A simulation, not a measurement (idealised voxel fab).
Process module, titled voxel released beams
Cross-section cut: width 210 nm, square cells of 5 nm.
Format of a cross-section: grid, square cells. Given as bands. Order: top down. Band: one or more rows of cells. Look at the band entry: it leads with the top's height and the bottom's height in nm. Then it lists the materials left to right, with a width in nm for each. The word "throughout" on a single material says that material fills the band edge to edge. The word "blank" is empty space. Where do heights start? At 0: under that level the wafer as delivered is made of one material only. And the lowest band has no floor; it just carries on downward, as in "0..down". Quick explanation for "30 to 40": the width changes in equal steps down the rows of cells, from the first number in the band's top row to the second number in its bottom row. "no modification" (step): cross-section cells unchanged, all of them. "Sealed void list" specifies each empty space that is not open to the top and that occupies no fewer than 8 cells, using the form width x height at distance, the distance measured from the left edge and all three quantities in nm. What comes after the settings on a step's line is commentary from the simulator itself on that step. The line of a step may include "overlay nm". On a step with a mask, this value is how far to the right of its planned place the mask lay. A negative value means the mask lay to the left.

STEPS PLANNED FOR THE PROCESS
| 1 | op RECEIVE | material Si |
| 2 | op CONFORMAL_DEP | material Al2O3 | thk nm 5 |
| 3 | op DIRECTIONAL_DEP | material SiO2 | thk nm 15 |
| 4 | op DIRECTIONAL_DEP | material aC | thk nm 15 |
| 5 | op PATTERN | tone open | mask id ANCHOR | material resist | width nm 30 | thk nm 30 | overlay nm 0 |
| 6 | op DIRECTIONAL_ETCH | etch materials aC | depth nm 15 |
| 7 | op STRIP | etch materials resist |
| 8 | op DIRECTIONAL_ETCH | etch materials SiO2 | depth nm 15 |
| 9 | op STRIP | etch materials aC |
| 10 | op CONFORMAL_DEP | material SiN | thk nm 10 |
| 11 | op MASKED_ETCH | tone cover | mask id BEAM | width nm 90 | etch materials SiN | depth nm 10 | overlay nm 0 |
| 12 | op STRIP | etch materials SiO2 |

WAFER CROSS-SECTION ON RECEIPT, I.E. AFTER STEP 1
    0..down: Si throughout
    Sealed void list: none

FIRST WAFER AT THE END, AS PLANNED
    30..20: blank=55; SiN=15; blank=10; SiN=65; blank=65
    20..15: blank=60; SiN=10; blank=10; SiN=10; blank=120
    15..5: blank=60; SiN=30; blank=120
    5..0: Al2O3 throughout
    0..down: Si throughout
    Sealed void list: none

SECOND WAFER THROUGH THE MODULE, SECTIONED AT THE END: SAME BEGINNING AND SAME PLAN AS THE FIRST WAFER, WITH ONE MISTAKE IN CARRYING IT OUT
    30..20: blank=50; SiN=20; blank=10; SiN=60; blank=70
    20..15: blank=60; SiN=10; blank=10; SiN=10; blank=120
    15..5: blank=60; SiN=30; blank=120
    5..0: Al2O3 throughout
    0..down: Si throughout
    Sealed void list: none
It is concluded that the wafer was processed incorrectly with respect to the plan, in that step 11 changed vs plan, executed as op MASKED_ETCH | tone cover | mask id BEAM | width nm 90 | etch materials SiN | depth nm 10 | overlay nm -5
Final state: per-material cell counts identical on both wafers; locations differ.
